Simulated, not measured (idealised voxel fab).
A process module follows: voxel transistor to metal.
Each square cell in cross-section cut measures 5 nm, and the section as a whole is 145 nm wide.
The cross-sections in this document take the form of a grid made of square cells. They are written out as bands, in order from top to bottom. Each band consists of one or more rows of cells. Quick guide to a band line: top height, bottom height (nm) up front; then every material left to right with its width in nm. Only one material and it's marked "edge to edge"? Then it fills the band edge to edge. And "air" just means empty space. Height datum 0, below which the as-received substrate wafer is one material. Lowest band open at the bottom, running downward: "0 down". Width: "30->40" (first number = top row, second number = bottom row, same change from row to row of cells). "all unchanged" for a step: no cell of the cross-section changed in that step. In the "Sealed internal cavities" entry, you get each enclosed empty space of 8 cells or more, one with no open way to the top, written width x height at distance, distance from the left edge, in nm. Read whatever lies past the settings on a step's line as the simulator's own remark about the step. Each step line may optionally specify "overlay nm", which for a step with a mask gives the rightward distance between the mask's planned place and where it lay, a negative value indicating the leftward direction.

# Below is the list of planned process steps
1) RECEIVE | material Si
2) OXIDIZE | depth nm 5
3) CONFORMAL_DEP | material SiN | thk nm 10
4) PATTERN | tone cover | mask id ACTIVE | material resist | width nm 85 | thk nm 15 | overlay nm 0
5) DIRECTIONAL_ETCH | etch materials SiN | depth nm 10
6) DIRECTIONAL_ETCH | etch materials SiO2 | depth nm 5
7) DIRECTIONAL_ETCH | etch materials Si | depth nm 25
8) STRIP | etch materials resist
9) FILL_DEP | material SiO2 | thk nm 5
10) CMP | height nm 10
11) SELECTIVE_ETCH | etch materials SiO2 | depth nm 5
12) STRIP | etch materials SiN
13) SELECTIVE_ETCH | etch materials SiO2 | depth nm 5
14) OXIDIZE | depth nm 5
15) DIRECTIONAL_DEP | material polySi | thk nm 25
16) DIRECTIONAL_DEP | material SiCN | thk nm 15
17) MASKED_ETCH | tone cover | mask id GATE | width nm 15 | etch materials SiCN | depth nm 25 | overlay nm 0
18) MASKED_ETCH | tone cover | mask id GATE | width nm 15 | etch materials polySi | depth nm 35 | overlay nm 0
19) CONFORMAL_DEP | material SiO2 | thk nm 5
20) DIRECTIONAL_ETCH | etch materials SiO2 | depth nm 5
21) CONFORMAL_DEP | material SiN | thk nm 10
22) DIRECTIONAL_ETCH | etch materials SiN | depth nm 10
23) DIRECTIONAL_ETCH | etch materials SiO2 | depth nm 5
24) DIRECTIONAL_ETCH | etch materials Si | depth nm 5
25) EPI | material SiGe | thk nm 5
26) FILL_DEP | material SiO2 | thk nm 10
27) CMP | height nm 35
28) DIRECTIONAL_DEP | material SiO2 | thk nm 15
29) PATTERN | tone open | mask id CONTACT | material resist | width nm 25 | pitch nm 50 | thk nm 15 | overlay nm 0
30) DIRECTIONAL_ETCH | etch materials SiO2 | depth nm 55
31) STRIP | etch materials resist
32) CONFORMAL_DEP | material TiN | thk nm 5
33) FILL_DEP | material W | thk nm 5
34) CMP | height nm 50
35) DIRECTIONAL_DEP | material TiN | thk nm 5
36) DIRECTIONAL_DEP | material W | thk nm 25
37) MASKED_ETCH | tone cover | mask id METAL_1 | width nm 15 | pitch nm 60 | etch materials W | depth nm 25 | overlay nm 0
38) MASKED_ETCH | tone cover | mask id METAL_1 | width nm 15 | pitch nm 60 | etch materials TiN | depth nm 5 | overlay nm 0
39) CONFORMAL_DEP | material SiCN | thk nm 5
40) FILL_DEP | material SiO2 | thk nm 10
41) CMP | height nm 80
42) CONFORMAL_DEP | material SiCN | thk nm 5

# Cross-section of the wafer as it came to us, i.e., already through step 1
    0 down  Si edge to edge
    Sealed internal cavities: none

# first wafer at the end, as planned
    85 to 80  SiCN edge to edge
    80 to 55  30 nm SiO2; 5 nm SiCN; 15 nm W; 5 nm SiCN; 35 nm SiO2; 5 nm SiCN; 15 nm W; 5 nm SiCN; 30 nm SiO2
    55 to 50  35 nm SiCN; 15 nm TiN; 45 nm SiCN; 15 nm TiN; 35 nm SiCN
    50 to 40  35 nm SiO2; 5 nm TiN; 15 nm W; 5 nm TiN; 25 nm SiO2; 5 nm TiN; 15 nm W; 5 nm TiN; 35 nm SiO2
    40 to 35  35 nm SiO2; 5 nm TiN; 5 nm W; 15 nm TiN; 25 nm SiO2; 15 nm TiN; 5 nm W; 5 nm TiN; 35 nm SiO2
    35 to 20  35 nm SiO2; 5 nm TiN; 5 nm W; 5 nm TiN; 10 nm SiN; 5 nm SiO2; 15 nm SiCN; 5 nm SiO2; 10 nm SiN; 5 nm TiN; 5 nm W; 5 nm TiN; 35 nm SiO2
    20 to 5  35 nm SiO2; 5 nm TiN; 5 nm W; 5 nm TiN; 10 nm SiN; 5 nm SiO2; 15 nm polySi; 5 nm SiO2; 10 nm SiN; 5 nm TiN; 5 nm W; 5 nm TiN; 35 nm SiO2
    5 to 0  35 nm SiO2; 15 nm TiN; 10 nm SiN; 5 nm SiO2; 15 nm polySi; 5 nm SiO2; 10 nm SiN; 15 nm TiN; 35 nm SiO2
    0 to -5  30 nm SiO2; 10 nm SiN; 10 nm TiN; 10 nm SiN; 5 nm SiO2; 15 nm polySi; 5 nm SiO2; 10 nm SiN; 10 nm TiN; 10 nm SiN; 30 nm SiO2
    -5 to -10  40 nm SiO2; 10 nm SiGe; 45 nm SiO2; 10 nm SiGe; 40 nm SiO2
    -10 to -15  30 nm SiO2; 10 nm Si; 10 nm SiGe; 45 nm Si; 10 nm SiGe; 10 nm Si; 30 nm SiO2
    -15 to -30  30 nm SiO2; 85 nm Si; 30 nm SiO2
    -30 down  Si edge to edge
    Sealed internal cavities: none

# Cross-sectional view: second of two wafers, end of module; start and plan identical to the first, one mistake in running
    85 to 80  SiCN edge to edge
    80 to 55  30 nm SiO2; 5 nm SiCN; 15 nm W; 5 nm SiCN; 35 nm SiO2; 5 nm SiCN; 15 nm W; 5 nm SiCN; 30 nm SiO2
    55 to 50  35 nm SiCN; 15 nm TiN; 45 nm SiCN; 15 nm TiN; 35 nm SiCN
    50 to 40  40 nm SiO2; 5 nm TiN; 10 nm W; 5 nm TiN; 30 nm SiO2; 5 nm TiN; 10 nm W; 5 nm TiN; 35 nm SiO2
    40 to 35  40 nm SiO2; 20 nm TiN; 30 nm SiO2; 10 nm TiN; 5 nm W; 5 nm TiN; 35 nm SiO2
    35 to 20  40 nm SiO2; 10 nm TiN; 10 nm SiN; 5 nm SiO2; 15 nm SiCN; 5 nm SiO2; 10 nm SiN; 5 nm TiN; 5 nm W; 5 nm TiN; 35 nm SiO2
    20 to 5  40 nm SiO2; 10 nm TiN; 10 nm SiN; 5 nm SiO2; 15 nm polySi; 5 nm SiO2; 10 nm SiN; 5 nm TiN; 5 nm W; 5 nm TiN; 35 nm SiO2
    5 to 0  40 nm SiO2; 10 nm TiN; 10 nm SiN; 5 nm SiO2; 15 nm polySi; 5 nm SiO2; 10 nm SiN; 15 nm TiN; 35 nm SiO2
    0 to -5  30 nm SiO2; 10 nm SiN; 10 nm TiN; 10 nm SiN; 5 nm SiO2; 15 nm polySi; 5 nm SiO2; 10 nm SiN; 10 nm TiN; 10 nm SiN; 30 nm SiO2
    -5 to -10  40 nm SiO2; 10 nm SiGe; 45 nm SiO2; 10 nm SiGe; 40 nm SiO2
    -10 to -15  30 nm SiO2; 10 nm Si; 10 nm SiGe; 45 nm Si; 10 nm SiGe; 10 nm Si; 30 nm SiO2
    -15 to -30  30 nm SiO2; 85 nm Si; 30 nm SiO2
    -30 down  Si edge to edge
    Sealed internal cavities: none
Diagnosis: step 29 did not happen as planned, as run it was PATTERN | tone open | mask id CONTACT | material resist | width nm 20 | pitch nm 50 | thk nm 15 | overlay nm 0
Once processing is complete, comparing cell counts shows that the second wafer has more or fewer of certain materials than the first: SiO2: 13 more, TiN: 2 fewer, W: 11 fewer
